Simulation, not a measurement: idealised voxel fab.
The process module that follows is named voxel spacer lines.
Pictured: cross-section cut, 250 nm wide, on a grid of 5 nm square cells.
Square cells in a grid make up a cross-section in this document, and the grid is given as bands, listed from the top down, each one or more rows of cells.
The band entry comprises the height of the band's top followed by the height of its bottom, expressed in nm, and subsequently the band's materials from left to right, each stated together with its width in nm. Where a single material is marked with the word "all across", that material fills the band from edge to edge. The word "blank" represents empty space.
The level at which height equals 0 is the one under which the wafer, as it arrives, is entirely one material. No lower edge exists for the bottom band, which continues downward and is notated as in "z 0 and below".
The notation "30 to 40" denotes a width that varies across the rows of cells in the band, beginning at the first number in the top row, finishing at the second number in the bottom row, and changing by an identical amount from each row to the next.
Step note "everything unchanged" = no cross-section cell changed.
Enclosed voids (no open way to top), threshold 8 cells or more, entry "Enclosed void listing", notation width x height at distance, distance from left edge, nm.
Read whatever lies past the settings on a step's line as the simulator's own remark about the step.
"overlay nm", when on a step's line for a step with a mask, measures how far to the right of its planned place the mask lay; a negative measure means to the left.

**The planned process steps are enumerated hereunder**
1) RECEIVE | material Si
2) CONFORMAL_DEP | material SiO2 | thk nm 10
3) DIRECTIONAL_DEP | material TiN | thk nm 15
4) DIRECTIONAL_DEP | material aC | thk nm 30
5) PATTERN | tone cover | mask id MANDREL | material resist | width nm 25 | pitch nm 80 | thk nm 35 | overlay nm -15
6) DIRECTIONAL_ETCH | etch materials aC | depth nm 30
7) STRIP | etch materials resist
8) CONFORMAL_DEP | material SiN | thk nm 15
9) DIRECTIONAL_ETCH | etch materials SiN | depth nm 15
10) STRIP | etch materials aC
11) DIRECTIONAL_ETCH | etch materials TiN | depth nm 15
12) STRIP | etch materials SiN
Same starting wafers, different overlay nm at step 5. Plan value belongs to the first wafer.

**Received condition of the first of several wafers, sectioned: post-step 1**
- z 0 and below: Si all across
- Enclosed void listing: none

**Last step of the module is step 12; after it, the first of several wafers in cross-section**
- z 25 to 10: 40 nm blank, then 15 nm TiN, then 25 nm blank, then 15 nm TiN, then 25 nm blank, then 15 nm TiN, then 25 nm blank, then 15 nm TiN, then 75 nm blank
- z 10 to 0: SiO2 all across
- z 0 and below: Si all across
- Enclosed void listing: none

**Module end, final wafer: cross-section**
- z 25 to 10: 70 nm blank, then 15 nm TiN, then 25 nm blank, then 15 nm TiN, then 25 nm blank, then 15 nm TiN, then 25 nm blank, then 15 nm TiN, then 45 nm blank
- z 10 to 0: SiO2 all across
- z 0 and below: Si all across
- Enclosed void listing: none

**The following table contains a row per wafer, in which are reported, at the conclusion of the module, the cells of each material gained (+) or lost (-) since the wafer's receipt, with its closed voids given thereafter**
overlay nm -15; +100 SiO2; +36 TiN; Enclosed void listing: none
overlay nm -10; +100 SiO2; +36 TiN; Enclosed void listing: none
overlay nm -5; +100 SiO2; +36 TiN; Enclosed void listing: none
overlay nm 0; +100 SiO2; +36 TiN; Enclosed void listing: none
overlay nm 5; +100 SiO2; +36 TiN; Enclosed void listing: none
overlay nm 10; +100 SiO2; +36 TiN; Enclosed void listing: none
overlay nm 15; +100 SiO2; +36 TiN; Enclosed void listing: none
